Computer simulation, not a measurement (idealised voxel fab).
You're looking at the process module voxel released beams.
The cross-section on display is named cut; it measures 260 nm wide, and its cells are 5 nm squares.
Bands, listed from the top down, are how a cross-section gets written in this document; the cross-section itself is a grid of square cells, and a band is one or more rows of them.
Look at the band entry: it leads with the top's height and the bottom's height in nm. Then it lists the materials left to right, with a width in nm for each. The word "throughout" on a single material says that material fills the band edge to edge. The word "air" is empty space.
Heights are measured from 0, the level below which the as-received wafer is all one material; the lowest band has no bottom and continues downward, written as in "0..down".
A width such as "30..40" changes by the same amount from each row of cells to the next, from the band's top row to its bottom row.
Given "no alteration" for a step, no cell of the cross-section differs between before and after that step.
Enclosed voids (no open way to top), threshold 8 cells or more, entry "Trapped voids", notation width x height at distance, distance from left edge, nm.
It should be noted that, on the line of a given step, the content following the step's settings is a remark produced by the simulator itself with respect to that step.
"overlay nm" denotes, for a step that has a mask, the displacement of the mask to the right of its planned place, with negative values corresponding to the left.
### The process steps that were planned are listed below
1: RECEIVE,material Si
2: CONFORMAL_DEP,material Al2O3,thk nm 10
3: DIRECTIONAL_DEP,material SiO2,thk nm 20
4: MASKED_ETCH,tone open,mask id ANCHOR,width nm 45,etch materials SiO2,depth nm 20,overlay nm 0
5: CONFORMAL_DEP,material W,thk nm 15
6: MASKED_ETCH,tone cover,mask id BEAM,width nm 95,etch materials W,depth nm 15,overlay nm 0
7: STRIP,etch materials SiO2
### Run as planned: first of two wafers
### Wafer cross-section on receipt, i.e. after step 1
- 0..down  Si throughout
- Trapped voids: none
### Wafer xsec, post step 2
- 10..0  Al2O3 throughout
- Below 0, the layers are the same as they were.
### Wafer xsec, post step 3
- 30..10  SiO2 throughout
- Below 10, the layers are the same as they were.
### Wafer xsec, post step 4
- 30..10  85 SiO2 | 45 air | 130 SiO2
- Below 10, the layers are the same as they were.
### Wafer xsec, post step 5
- 45..30  100 W | 15 air | 145 W
- 30..25  85 SiO2 | 15 W | 15 air | 15 W | 130 SiO2
- 25..10  85 SiO2 | 45 W | 130 SiO2
- Below 10, the layers are the same as they were.
### Wafer xsec, post step 6
- 45..30  80 air | 20 W | 15 air | 60 W | 85 air
- Below 30, the layers are the same as they were.
### Wafer xsec, post step 7
- 45..30  80 air | 20 W | 15 air | 60 W | 85 air
- 30..25  85 air | 15 W | 15 air | 15 W | 130 air
- 25..10  85 air | 45 W | 130 air
- Below 10, the layers are the same as they were.
### Wafer two. Identical start, identical plan. One mistake in execution. Identical history through step 5
### Second wafer cross-section, taken as of the time the plan sets for step 6 to be done
- 45..30  75 air | 25 W | 15 air | 55 W | 90 air
- Below 30, the layers are the same as they were.
### Second wafer cross-section, taken as of the time the plan sets for step 7 to be done
- 45..30  75 air | 25 W | 15 air | 55 W | 90 air
- 30..25  85 air | 15 W | 15 air | 15 W | 130 air
- 25..10  85 air | 45 W | 130 air
- Below 10, the layers are the same as they were.
So what did we get wrong on this run? step 6 was not run as planned; what actually ran was MASKED_ETCH,tone cover,mask id BEAM,width nm 95,etch materials W,depth nm 15,overlay nm -5
Tallied in cells, the final second wafer holds each material in the same quantity as the first, although not at the same places.
